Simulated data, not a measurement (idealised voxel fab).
Herein follows the process module entitled voxel lift off.
Displayed cross-section: cut, width of 215 nm, square cells sized 5 nm.
Cross-section layout: square cells on a grid; listed as bands, top to bottom; a band spans one or more cell rows.
Within each band entry, the heights of the top and of the bottom of the band appear first, in that order and in nm; the materials of the band then follow from left to right, each with its corresponding width in nm. The designation "throughout" on a single material indicates that it fills the band from edge to edge; the designation "empty" indicates empty space.
Basically, 0 is our baseline, since under it the wafer straight out of the box is all one material. The bottom band has no lower end and keeps on going down, so it looks like "0 down".
Width spec "30 to 40" -> top row of cells at first value, bottom row at second value, equal per-row change in between.
Key: "no alteration" - step with no changed cell in the cross-section.
Empty spaces counting at least 8 cells and having no open way to the top are listed in "Fully closed voids". The notation width x height at distance is used for each, the distance being from the left edge and all three values in nm.
Post-settings text on a step line: simulator's own remark regarding the step.
Regarding "overlay nm": on a step with a mask, it is the distance the mask lay to the right of its planned place; a negative value places it to the left.
The steps planned for the process are as follows
- 1: RECEIVE,material Si
- 2: CONFORMAL_DEP,material Al2O3,thk nm 5
- 3: PATTERN,tone open,mask id LINES,material resist,width nm 25,pitch nm 40,thk nm 20,overlay nm 0
- 4: DIRECTIONAL_DEP,material Ru,thk nm 10
- 5: STRIP,etch materials resist
- 6: CONFORMAL_DEP,material SiCN,thk nm 5
Account of the first of two wafers, which was processed as intended
Wafer as received: cross-section following step 1
* 0 down | Si throughout
* Fully closed voids: none
How the wafer stands in section after step 2
* 5 to 0 | Al2O3 throughout
* Below 0, the layers are the same as they were.
How the wafer stands in section after step 3
* 25 to 5 | 35 resist; 25 empty; 15 resist; 25 empty; 15 resist; 25 empty; 15 resist; 25 empty; 35 resist
* Below 5, the layers are the same as they were.
How the wafer stands in section after step 4
* 35 to 25 | 35 Ru; 25 empty; 15 Ru; 25 empty; 15 Ru; 25 empty; 15 Ru; 25 empty; 35 Ru
* 25 to 15 | 35 resist; 25 empty; 15 resist; 25 empty; 15 resist; 25 empty; 15 resist; 25 empty; 35 resist
* 15 to 5 | 35 resist; 25 Ru; 15 resist; 25 Ru; 15 resist; 25 Ru; 15 resist; 25 Ru; 35 resist
* Below 5, the layers are the same as they were.
How the wafer stands in section after step 5
* 15 to 5 | 35 empty; 25 Ru; 15 empty; 25 Ru; 15 empty; 25 Ru; 15 empty; 25 Ru; 35 empty
* Below 5, the layers are the same as they were.
How the wafer stands in section after step 6
* 20 to 15 | 30 empty; 35 SiCN; 5 empty; 35 SiCN; 5 empty; 35 SiCN; 5 empty; 35 SiCN; 30 empty
* 15 to 10 | 30 empty; 5 SiCN; 25 Ru; 5 SiCN; 5 empty; 5 SiCN; 25 Ru; 5 SiCN; 5 empty; 5 SiCN; 25 Ru; 5 SiCN; 5 empty; 5 SiCN; 25 Ru; 5 SiCN; 30 empty
* 10 to 5 | 35 SiCN; 25 Ru; 15 SiCN; 25 Ru; 15 SiCN; 25 Ru; 15 SiCN; 25 Ru; 35 SiCN
* Below 5, the layers are the same as they were.
Wafer two of the pair: same origin, same plan, one error during the run; identical to wafer one up to and including step 1
Cross-section of the second wafer at the time by which step 2 should have been completed according to the plan
* 5 to 0 | Ru throughout
* Below 0, the layers are the same as they were.
Cross-section of the second wafer at the time by which step 3 should have been completed according to the plan
* 25 to 5 | 35 resist; 25 empty; 15 resist; 25 empty; 15 resist; 25 empty; 15 resist; 25 empty; 35 resist
* Below 5, the layers are the same as they were.
Cross-section of the second wafer at the time by which step 4 should have been completed according to the plan
* 35 to 25 | 35 Ru; 25 empty; 15 Ru; 25 empty; 15 Ru; 25 empty; 15 Ru; 25 empty; 35 Ru
* 25 to 15 | 35 resist; 25 empty; 15 resist; 25 empty; 15 resist; 25 empty; 15 resist; 25 empty; 35 resist
* 15 to 5 | 35 resist; 25 Ru; 15 resist; 25 Ru; 15 resist; 25 Ru; 15 resist; 25 Ru; 35 resist
* Below 5, the layers are the same as they were.
Cross-section of the second wafer at the time by which step 5 should have been completed according to the plan
* 15 to 5 | 35 empty; 25 Ru; 15 empty; 25 Ru; 15 empty; 25 Ru; 15 empty; 25 Ru; 35 empty
* Below 5, the layers are the same as they were.
Cross-section of the second wafer at the time by which step 6 should have been completed according to the plan
* 20 to 15 | 30 empty; 35 SiCN; 5 empty; 35 SiCN; 5 empty; 35 SiCN; 5 empty; 35 SiCN; 30 empty
* 15 to 10 | 30 empty; 5 SiCN; 25 Ru; 5 SiCN; 5 empty; 5 SiCN; 25 Ru; 5 SiCN; 5 empty; 5 SiCN; 25 Ru; 5 SiCN; 5 empty; 5 SiCN; 25 Ru; 5 SiCN; 30 empty
* 10 to 5 | 35 SiCN; 25 Ru; 15 SiCN; 25 Ru; 15 SiCN; 25 Ru; 15 SiCN; 25 Ru; 35 SiCN
* Below 5, the layers are the same as they were.
The mistake made against the process plan was this: step 2, actual vs plan mismatch, actual run CONFORMAL_DEP,material Ru,thk nm 5
Final tally in cells, some materials are higher or lower on the second wafer than on the first: Al2O3: 43 fewer; Ru: 43 more
